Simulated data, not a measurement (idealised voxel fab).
voxel gate over fins: a process module
For reference, the cross-section in this document is cut, with width 250 nm and square cells of 5 nm.
Cross-section, as written here: a square-cell grid given band by band from the top down, where a band holds one or more rows of cells.
Band entry format. Leading values: height of top, height of bottom, nm. Remainder: materials in left-to-right order, each with its width in nm. Special words: "all across" on a single material, which then fills the band edge to edge; "blank", empty space.
Height is counted from the level 0, under which the received wafer is composed throughout of one material. The lowest of the bands is not closed at the bottom but continues downward, in the notation "0 nm and below".
The width entry "30..40" should be interpreted row by row: the top row of cells in the band takes the first number, the bottom row takes the second number, and the change between adjacent rows is uniform throughout.
It should be understood that the words "everything unchanged", when stated for a given step, signify that the cross-section underwent no change in any of its cells during that step.
Enclosed voids (no open way to top), threshold 8 cells or more, entry "Closed void entries", notation width x height at distance, distance from left edge, nm.
Where a step's line continues beyond its settings, the continuation is a remark by the simulator itself on that step.
overlay nm: right-of-plan distance of the mask on a masked step; negative values mean left-of-plan.
So here's the lineup of process steps we planned:
- 1: op RECEIVE | material Si
- 2: op CONFORMAL_DEP | material SiN | thk nm 5
- 3: op DIRECTIONAL_DEP | material aC | thk nm 15
- 4: op PATTERN | tone cover | mask id FINS | material resist | width nm 15 | pitch nm 50 | thk nm 30 | overlay nm 0
- 5: op DIRECTIONAL_ETCH | etch materials aC | depth nm 15
- 6: op STRIP | etch materials resist
- 7: op DIRECTIONAL_ETCH | etch materials SiN | depth nm 5
- 8: op DIRECTIONAL_ETCH | etch materials Si | depth nm 40
- 9: op STRIP | etch materials aC
- 10: op FILL_DEP | material SiO2 | thk nm 15
- 11: op CMP | height nm 5
- 12: op DIRECTIONAL_DEP | material aC | thk nm 10
- 13: op PATTERN | tone open | mask id RAIL | material resist | width nm 15 | thk nm 25 | overlay nm 0
- 14: op DIRECTIONAL_ETCH | etch materials aC | depth nm 10
- 15: op STRIP | etch materials resist
- 16: op DIRECTIONAL_ETCH | etch materials SiO2 | depth nm 40
- 17: op STRIP | etch materials aC
- 18: op CONFORMAL_DEP | material TiN | thk nm 5
- 19: op FILL_DEP | material Ru | thk nm 5
- 20: op CMP | height nm 5
- 21: op SELECTIVE_ETCH | etch materials W Ru TiN | depth nm 20
- 22: op FILL_DEP | material SiO2 | thk nm 5
- 23: op CMP | height nm 5
- 24: op SELECTIVE_ETCH | etch materials SiO2 | depth nm 15
- 25: op STRIP | etch materials SiN
- 26: op CONFORMAL_DEP | material HfO2 | thk nm 5
- 27: op CONFORMAL_DEP | material TiN | thk nm 5
- 28: op FILL_DEP | material W | thk nm 15
- 29: op CMP | height nm 20
- 30: op CONFORMAL_DEP | material SiN | thk nm 5
Cross-section of the incoming wafer, state after step 1:
	0 nm and below | Si all across
	Closed void entries: none
Cross-section taken at module completion on the first of two wafers; processed per the plan:
	25 nm to 20 nm | SiN all across
	20 nm to 10 nm | W all across
	10 nm to 5 nm | 55 nm W / 35 nm TiN / 15 nm W / 35 nm TiN / 15 nm W / 35 nm TiN / 60 nm W
	5 nm to 0 nm | 55 nm W / 5 nm TiN / 25 nm HfO2 / 5 nm TiN / 15 nm W / 5 nm TiN / 25 nm HfO2 / 5 nm TiN / 15 nm W / 5 nm TiN / 25 nm HfO2 / 5 nm TiN / 60 nm W
	0 nm to -5 nm | 60 nm TiN / 5 nm HfO2 / 15 nm Si / 5 nm HfO2 / 25 nm TiN / 5 nm HfO2 / 15 nm Si / 5 nm HfO2 / 25 nm TiN / 5 nm HfO2 / 15 nm Si / 5 nm HfO2 / 65 nm TiN
	-5 nm to -10 nm | 65 nm HfO2 / 15 nm Si / 35 nm HfO2 / 15 nm Si / 35 nm HfO2 / 15 nm Si / 70 nm HfO2
	-10 nm to -15 nm | 65 nm SiO2 / 15 nm Si / 35 nm SiO2 / 15 nm Si / 35 nm SiO2 / 15 nm Si / 70 nm SiO2
	-15 nm to -30 nm | 65 nm SiO2 / 15 nm Si / 10 nm SiO2 / 5 nm TiN / 5 nm Ru / 5 nm TiN / 10 nm SiO2 / 15 nm Si / 35 nm SiO2 / 15 nm Si / 70 nm SiO2
	-30 nm to -35 nm | 65 nm SiO2 / 15 nm Si / 10 nm SiO2 / 15 nm TiN / 10 nm SiO2 / 15 nm Si / 35 nm SiO2 / 15 nm Si / 70 nm SiO2
	-35 nm to -40 nm | 65 nm SiO2 / 15 nm Si / 35 nm SiO2 / 15 nm Si / 35 nm SiO2 / 15 nm Si / 70 nm SiO2
	-40 nm and below | Si all across
	Closed void entries: none
Second of two wafers, module complete, sectioned: it shares the first wafer's start and plan but was run with one mistake:
	25 nm to 20 nm | SiN all across
	20 nm to 10 nm | W all across
	10 nm to 5 nm | 50 nm W / 35 nm TiN / 15 nm W / 35 nm TiN / 15 nm W / 35 nm TiN / 65 nm W
	5 nm to 0 nm | 50 nm W / 5 nm TiN / 25 nm HfO2 / 5 nm TiN / 15 nm W / 5 nm TiN / 25 nm HfO2 / 5 nm TiN / 15 nm W / 5 nm TiN / 25 nm HfO2 / 5 nm TiN / 65 nm W
	0 nm to -5 nm | 55 nm TiN / 5 nm HfO2 / 15 nm Si / 5 nm HfO2 / 25 nm TiN / 5 nm HfO2 / 15 nm Si / 5 nm HfO2 / 25 nm TiN / 5 nm HfO2 / 15 nm Si / 5 nm HfO2 / 70 nm TiN
	-5 nm to -10 nm | 60 nm HfO2 / 15 nm Si / 35 nm HfO2 / 15 nm Si / 35 nm HfO2 / 15 nm Si / 75 nm HfO2
	-10 nm to -15 nm | 60 nm SiO2 / 15 nm Si / 35 nm SiO2 / 15 nm Si / 35 nm SiO2 / 15 nm Si / 75 nm SiO2
	-15 nm to -30 nm | 60 nm SiO2 / 15 nm Si / 15 nm SiO2 / 5 nm TiN / 5 nm Ru / 5 nm TiN / 5 nm SiO2 / 15 nm Si / 35 nm SiO2 / 15 nm Si / 75 nm SiO2
	-30 nm to -35 nm | 60 nm SiO2 / 15 nm Si / 15 nm SiO2 / 15 nm TiN / 5 nm SiO2 / 15 nm Si / 35 nm SiO2 / 15 nm Si / 75 nm SiO2
	-35 nm to -40 nm | 60 nm SiO2 / 15 nm Si / 35 nm SiO2 / 15 nm Si / 35 nm SiO2 / 15 nm Si / 75 nm SiO2
	-40 nm and below | Si all across
	Closed void entries: none
Heads up, the wafer didn't run the way we planned it: step 4 did not happen as planned, as run it was op PATTERN | tone cover | mask id FINS | material resist | width nm 15 | pitch nm 50 | thk nm 30 | overlay nm -5
Matching per-material cell counts, mismatched positions: that is how the second wafer compares with the first at the end.
